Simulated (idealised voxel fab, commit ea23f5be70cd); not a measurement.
Process module, titled voxel gate over fins
cross-section cut | 150 nm wide | cells 5 nm
Think of the cross-section as a grid of square cells. We describe it in bands, top to bottom, and each band covers one or more rows of those cells. What a band's entry tells you: where the top is and where the bottom is, as heights in nm, and after that what lies inside, material by material from left to right, each with its width in nm. Empty space is written as the word "air", and a single material marked with the word "full width" occupies the band from edge to edge. It should be noted that heights are counted from 0, beneath which the wafer as supplied is of one material throughout, and that the lowest band possesses no lower boundary but continues downward, as written in "0 -> down". Width spec "30 to 40" -> top row of cells at first value, bottom row at second value, equal per-row change in between. The designation "remained unchanged", where it is given for a processing step, indicates that no cell of the cross-section was altered in the course of that step. Any empty space of 8 cells or more lacking an open way to the top shows up in "Sealed internal voids" as width x height at distance, distance from the left edge, in nm. Post-settings text on a step line: simulator's own remark regarding the step. overlay nm: for a step with a mask, the amount by which the mask lay right of where it was planned; a negative amount means left of it.
-- The planned process steps are enumerated hereunder
1) RECEIVE,material Si
2) CONFORMAL_DEP,material SiN,thk nm 5
3) MASKED_ETCH,tone cover,mask id FINS,width nm 15,pitch nm 40,etch materials SiN,depth nm 5,overlay nm 0
4) MASKED_ETCH,tone cover,mask id FINS,width nm 15,pitch nm 40,etch materials Si,depth nm 40,overlay nm 0
5) FILL_DEP,material SiO2,thk nm 10
6) CMP,height nm 5
7) SELECTIVE_ETCH,etch materials SiO2,depth nm 15
8) STRIP,etch materials SiN
9) CONFORMAL_DEP,material HfO2,thk nm 5
10) CONFORMAL_DEP,material TiN,thk nm 5
11) FILL_DEP,material W,thk nm 15
12) CMP,height nm 20
13) CONFORMAL_DEP,material SiN,thk nm 5
-- Cross-section: wafer on arrival = after step 1
    0 -> down  Si full width
    Sealed internal voids: none
-- First wafer of two, sectioned at end of module; run went per plan
    25 -> 20  SiN full width
    20 -> 10  W full width
    10 -> 5  W: 15, then TiN: 35, then W: 5, then TiN: 35, then W: 5, then TiN: 35, then W: 20
    5 -> 0  W: 15, then TiN: 5, then HfO2: 25, then TiN: 5, then W: 5, then TiN: 5, then HfO2: 25, then TiN: 5, then W: 5, then TiN: 5, then HfO2: 25, then TiN: 5, then W: 20
    0 -> -5  TiN: 20, then HfO2: 5, then Si: 15, then HfO2: 5, then TiN: 15, then HfO2: 5, then Si: 15, then HfO2: 5, then TiN: 15, then HfO2: 5, then Si: 15, then HfO2: 5, then TiN: 25
    -5 -> -10  HfO2: 25, then Si: 15, then HfO2: 25, then Si: 15, then HfO2: 25, then Si: 15, then HfO2: 30
    -10 -> -40  SiO2: 25, then Si: 15, then SiO2: 25, then Si: 15, then SiO2: 25, then Si: 15, then SiO2: 30
    -40 -> down  Si full width
    Sealed internal voids: none
-- What the second wafer looks like in cross-section once the module is done. Its start and its plan matched the first wafer's exactly; what differed was one mistake in how it was run
    25 -> 20  SiN full width
    20 -> 10  W full width
    10 -> 5  W: 15, then TiN: 35, then W: 5, then TiN: 35, then W: 5, then TiN: 35, then W: 20
    5 -> 0  W: 15, then TiN: 5, then HfO2: 25, then TiN: 5, then W: 5, then TiN: 5, then HfO2: 25, then TiN: 5, then W: 5, then TiN: 5, then HfO2: 25, then TiN: 5, then W: 20
    0 -> -15  W: 15, then TiN: 5, then HfO2: 5, then Si: 15, then HfO2: 5, then TiN: 5, then W: 5, then TiN: 5, then HfO2: 5, then Si: 15, then HfO2: 5, then TiN: 5, then W: 5, then TiN: 5, then HfO2: 5, then Si: 15, then HfO2: 5, then TiN: 5, then W: 20
    -15 -> -20  TiN: 20, then HfO2: 5, then Si: 15, then HfO2: 5, then TiN: 15, then HfO2: 5, then Si: 15, then HfO2: 5, then TiN: 15, then HfO2: 5, then Si: 15, then HfO2: 5, then TiN: 25
    -20 -> -25  HfO2: 25, then Si: 15, then HfO2: 25, then Si: 15, then HfO2: 25, then Si: 15, then HfO2: 30
    -25 -> -40  SiO2: 25, then Si: 15, then SiO2: 25, then Si: 15, then SiO2: 25, then Si: 15, then SiO2: 30
    -40 -> down  Si full width
    Sealed internal voids: none
The plan and the run diverged here: plan step 7 was twice executed
Cell-count delta at end, second wafer over first, by material: +18 HfO2, -63 SiO2, +18 TiN, +27 W
